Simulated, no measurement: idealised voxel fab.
Process module under the name voxel quadruple lines
This is section cut - it's 225 nm across, gridded in 5 nm square cells.
A cross-section is written here as square cells arranged in a grid, and it is given in bands from the top down, each band taking up one or more rows of cells.
Heads up on the band format: heights come first, top then bottom, in nm. After that it's the materials left to right, each with its width in nm. A single material flagged "throughout" fills the whole band edge to edge, and "air" means there's empty space there.
Heights are expressed relative to 0, this being the level below which the as-received wafer comprises one material exclusively. The lowest band is unbounded in the downward direction and is denoted as in "0..down".
When a width is written as two numbers, as in "30 to 40", the first number is the width in the top row of cells of the band and the second is the width in its bottom row, and the width changes by the same amount from each row to the next.
What does "nothing got changed" mean for a step? It means no cell of the cross-section changed in that step.
What "Internal closed voids" gives you is every empty space of 8 cells or more that is cut off from the top. Each appears as width x height at distance, with the distance taken from the left edge and width, height and distance all in nm.
Read whatever lies past the settings on a step's line as the simulator's own remark about the step.
A step line may carry the setting "overlay nm", which, for steps involving a mask, states the distance by which the mask lay to the right of its intended position; negative values denote displacement to the left.
-- These are the steps we planned for the process
1: RECEIVE, material Si
2: CONFORMAL_DEP, material SiO2, thk nm 10
3: DIRECTIONAL_DEP, material TiN, thk nm 10
4: DIRECTIONAL_DEP, material polySi, thk nm 20
5: DIRECTIONAL_DEP, material aC, thk nm 20
6: PATTERN, tone cover, mask id MANDREL, material resist, width nm 30, thk nm 30, overlay nm 0
7: DIRECTIONAL_ETCH, etch materials aC, depth nm 20
8: STRIP, etch materials resist
9: CONFORMAL_DEP, material SiO2, thk nm 10
10: DIRECTIONAL_ETCH, etch materials SiO2, depth nm 10
11: STRIP, etch materials aC
12: DIRECTIONAL_ETCH, etch materials polySi, depth nm 20
13: STRIP, etch materials SiO2
14: CONFORMAL_DEP, material SiN, thk nm 10
15: DIRECTIONAL_ETCH, etch materials SiN, depth nm 10
16: STRIP, etch materials polySi
17: DIRECTIONAL_ETCH, etch materials TiN, depth nm 10
18: STRIP, etch materials SiN
19: FILL_DEP, material lowk, thk nm 10
20: CMP, height nm 20
-- First wafer out of two, processed as planned
-- Step 1 complete: cross-section of the wafer as received
    0..down | Si throughout
    Internal closed voids: none
-- After step 2: wafer cross-section
    10..0 | SiO2 throughout
    Heights below 0 show no change.
-- After step 3: wafer cross-section
    20..10 | TiN throughout
    Heights below 10 show no change.
-- After step 4: wafer cross-section
    40..20 | polySi throughout
    Heights below 20 show no change.
-- After step 5: wafer cross-section
    60..40 | aC throughout
    Heights below 40 show no change.
-- After step 6: wafer cross-section
    90..60 | 95 of air, 30 of resist, 100 of air
    Heights below 60 show no change.
-- After step 7: wafer cross-section
    70..60 | 95 of air, 30 of resist, 100 of air
    60..40 | 95 of air, 30 of aC, 100 of air
    Heights below 40 show no change.
-- After step 8: wafer cross-section
    60..40 | 95 of air, 30 of aC, 100 of air
    Heights below 40 show no change.
-- After step 9: wafer cross-section
    70..60 | 85 of air, 50 of SiO2, 90 of air
    60..50 | 85 of air, 10 of SiO2, 30 of aC, 10 of SiO2, 90 of air
    50..40 | 95 of SiO2, 30 of aC, 100 of SiO2
    Heights below 40 show no change.
-- After step 10: wafer cross-section
    60..40 | 85 of air, 10 of SiO2, 30 of aC, 10 of SiO2, 90 of air
    Heights below 40 show no change.
-- After step 11: wafer cross-section
    60..40 | 85 of air, 10 of SiO2, 30 of air, 10 of SiO2, 90 of air
    Heights below 40 show no change.
-- After step 12: wafer cross-section
    60..40 | 85 of air, 10 of SiO2, 30 of air, 10 of SiO2, 90 of air
    40..20 | 85 of air, 10 of polySi, 30 of air, 10 of polySi, 90 of air
    Heights below 20 show no change.
-- After step 13: wafer cross-section
    40..20 | 85 of air, 10 of polySi, 30 of air, 10 of polySi, 90 of air
    Heights below 20 show no change.
-- After step 14: wafer cross-section
    50..40 | 75 of air, 30 of SiN, 10 of air, 30 of SiN, 80 of air
    40..30 | 75 of air, 10 of SiN, 10 of polySi, 10 of SiN, 10 of air, 10 of SiN, 10 of polySi, 10 of SiN, 80 of air
    30..20 | 85 of SiN, 10 of polySi, 30 of SiN, 10 of polySi, 90 of SiN
    Heights below 20 show no change.
-- After step 15: wafer cross-section
    40..20 | 75 of air, 10 of SiN, 10 of polySi, 10 of SiN, 10 of air, 10 of SiN, 10 of polySi, 10 of SiN, 80 of air
    Heights below 20 show no change.
-- After step 16: wafer cross-section
    40..20 | 75 of air, 10 of SiN, 10 of air, 10 of SiN, 10 of air, 10 of SiN, 10 of air, 10 of SiN, 80 of air
    Heights below 20 show no change.
-- After step 17: wafer cross-section
    40..20 | 75 of air, 10 of SiN, 10 of air, 10 of SiN, 10 of air, 10 of SiN, 10 of air, 10 of SiN, 80 of air
    20..10 | 75 of air, 10 of TiN, 10 of air, 10 of TiN, 10 of air, 10 of TiN, 10 of air, 10 of TiN, 80 of air
    Heights below 10 show no change.
-- After step 18: wafer cross-section
    20..10 | 75 of air, 10 of TiN, 10 of air, 10 of TiN, 10 of air, 10 of TiN, 10 of air, 10 of TiN, 80 of air
    Heights below 10 show no change.
-- After step 19: wafer cross-section
    30..20 | lowk throughout
    20..10 | 75 of lowk, 10 of TiN, 10 of lowk, 10 of TiN, 10 of lowk, 10 of TiN, 10 of lowk, 10 of TiN, 80 of lowk
    Heights below 10 show no change.
-- After step 20: wafer cross-section
    20..10 | 75 of lowk, 10 of TiN, 10 of lowk, 10 of TiN, 10 of lowk, 10 of TiN, 10 of lowk, 10 of TiN, 80 of lowk
    Heights below 10 show no change.
-- Second wafer. Start and plan as for the first. One mistake made in running. Agrees with the first up to and including step 19
-- At the planned end of step 20, the second wafer in cross-section
    25..20 | lowk throughout
    Heights below 20 show no change.
The plan and the run diverged here: step 20 did not happen as planned, as run it was CMP, height nm 25
Upon completion, the second wafer contains, in terms of cells, a greater or smaller amount of certain materials than the first wafer: lowk: 45 more
